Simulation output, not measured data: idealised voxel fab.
This is a process module. Its name is voxel ribs on slabs.
cross-section cut | 200 nm wide | cells 5 nm
Reading order for cross-sections: top band down to bottom band. Underlying form: a grid of square cells. Band size: one or more rows of cells.
What a band's entry tells you: where the top is and where the bottom is, as heights in nm, and after that what lies inside, material by material from left to right, each with its width in nm. Empty space is written as the word "blank", and a single material marked with the word "all across" occupies the band from edge to edge.
Height is counted from the level 0, under which the received wafer is composed throughout of one material. The lowest of the bands is not closed at the bottom but continues downward, in the notation "0 and below".
Note: "30..40" means the width goes from the first number (top row of the band) to the second number (bottom row) in equal steps per row of cells.
For the purposes of this document, the phrase "nothing altered" attached to a step denotes that no cell within the cross-section was modified by that step.
If an empty space has no open way to the top and is at least 8 cells in size, "Unvented voids" lists it, written width x height at distance, where distance is measured from the left edge and every value is in nm.
That trailing text on a step's line, after the settings, is the simulator's own remark on the step.
Steps that use a mask can have "overlay nm" on their line. It says how far the mask sat to the right of where it was meant to be. Negative means to the left.
[Planned step list for the process]
1 RECEIVE | material Si
2 DIRECTIONAL_DEP | material SiO2 | thk nm 20
3 DIRECTIONAL_DEP | material SiN | thk nm 20
4 DIRECTIONAL_DEP | material aC | thk nm 10
5 PATTERN | tone cover | mask id RIB | material resist | width nm 20 | thk nm 25 | overlay nm 0
6 DIRECTIONAL_ETCH | etch materials aC | depth nm 10
7 STRIP | etch materials resist
8 DIRECTIONAL_ETCH | etch materials SiN | depth nm 10
9 STRIP | etch materials aC
10 DIRECTIONAL_DEP | material aC | thk nm 15
11 PATTERN | tone cover | mask id SLAB | material resist | width nm 50 | thk nm 30 | overlay nm 0
12 DIRECTIONAL_ETCH | etch materials aC | depth nm 15
13 STRIP | etch materials resist
14 DIRECTIONAL_ETCH | etch materials SiN | depth nm 10
15 STRIP | etch materials aC
16 FILL_DEP | material SiO2 | thk nm 30
17 CMP | height nm 60
18 DIRECTIONAL_DEP | material TiN | thk nm 5
19 MASKED_ETCH | tone cover | mask id HEATER | width nm 30 | etch materials TiN | depth nm 5 | overlay nm 0
20 CONFORMAL_DEP | material SiN | thk nm 5
[Cross-section of the wafer as it came to us, i.e., already through step 1]
0 and below | Si all across
Unvented voids: none
[Figure: cross-sectional view of the wafer upon completion of the module, processed from the initial state and according to the plan depicted above, with one error introduced during execution]
70 down to 65 | blank: 80 / SiN: 40 / blank: 80
65 down to 60 | SiN: 85 / TiN: 30 / SiN: 85
60 down to 50 | SiO2: 90 / SiN: 20 / SiO2: 90
50 down to 40 | SiO2: 75 / SiN: 50 / SiO2: 75
40 down to 20 | SiN all across
20 down to 0 | SiO2 all across
0 and below | Si all across
Unvented voids: none
Heads up, the wafer didn't run the way we planned it: regarding the plan, step 3 was run twice
